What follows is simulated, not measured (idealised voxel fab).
The process module presented herein is designated voxel ribs on slabs.
The cross-section shown here is cut; it is 150 nm wide and divided into square cells measuring 5 nm on a side.
Cross-sections here: square-cell grids, written as top-down lists of bands, a band being one or more rows of cells.
Heads up on the band format: heights come first, top then bottom, in nm. After that it's the materials left to right, each with its width in nm. A single material flagged "all across" fills the whole band edge to edge, and "empty" means there's empty space there.
All heights in this document are referenced to 0, defined as the level beneath which the wafer, as received, consists entirely of one material. The lowest band is not bounded below; it extends indefinitely downward and is written in the form "top 0, no bottom".
The expression "30..40" gives the width at the extremes of the band, the first number at its top row of cells and the second at its bottom row, with the width changing by equal amounts from each row to the next in between.
Basically "nothing was modified" means that step didn't change any cell in the cross-section.
Listed in "Listed closed voids": every empty space of 8 or more cells without an open way to the top. Form: width x height at distance, the distance being from the left edge, all in nm.
Where a step's line continues beyond its settings, the continuation is a remark by the simulator itself on that step.
overlay nm: mask offset rightward from planned place, masked step; negative means leftward offset.
This section lists the process steps that were planned:
1) RECEIVE, material Si
2) DIRECTIONAL_DEP, material SiO2, thk nm 25
3) DIRECTIONAL_DEP, material polySi, thk nm 25
4) DIRECTIONAL_DEP, material aC, thk nm 10
5) PATTERN, tone cover, mask id RIB, material resist, width nm 25, thk nm 25, overlay nm 0
6) DIRECTIONAL_ETCH, etch materials aC, depth nm 10
7) STRIP, etch materials resist
8) DIRECTIONAL_ETCH, etch materials polySi, depth nm 10
9) STRIP, etch materials aC
10) MASKED_ETCH, tone cover, mask id SLAB, width nm 55, etch materials polySi, depth nm 15, overlay nm 0
11) FILL_DEP, material SiO2, thk nm 15
12) CMP, height nm 60
13) DIRECTIONAL_DEP, material W, thk nm 5
14) DIRECTIONAL_DEP, material aC, thk nm 10
15) PATTERN, tone cover, mask id HEATER, material resist, width nm 35, thk nm 30, overlay nm 0
16) DIRECTIONAL_ETCH, etch materials aC, depth nm 10
17) STRIP, etch materials resist
18) DIRECTIONAL_ETCH, etch materials W, depth nm 5
19) STRIP, etch materials aC
20) CONFORMAL_DEP, material SiN, thk nm 5
Cross-section of the incoming wafer, state after step 1:
* top 0, no bottom  Si all across
* Listed closed voids: none
End-of-module cross-section. Starting structure and process plan as above; one mistake made in running it:
* top 70, bottom 65  60 SiN | 25 empty | 65 SiN
* top 65, bottom 60  55 W | 35 SiN | 60 W
* top 60, bottom 50  SiO2 all across
* top 50, bottom 40  60 SiO2 | 25 polySi | 65 SiO2
* top 40, bottom 25  45 SiO2 | 55 polySi | 50 SiO2
* top 25, bottom 0  SiO2 all across
* top 0, no bottom  Si all across
* Listed closed voids: none
Heads up, the wafer didn't run the way we planned it: so step 15 ended up running with a different setting than we planned, it ran as PATTERN, tone open, mask id HEATER, material resist, width nm 35, thk nm 30, overlay nm 0
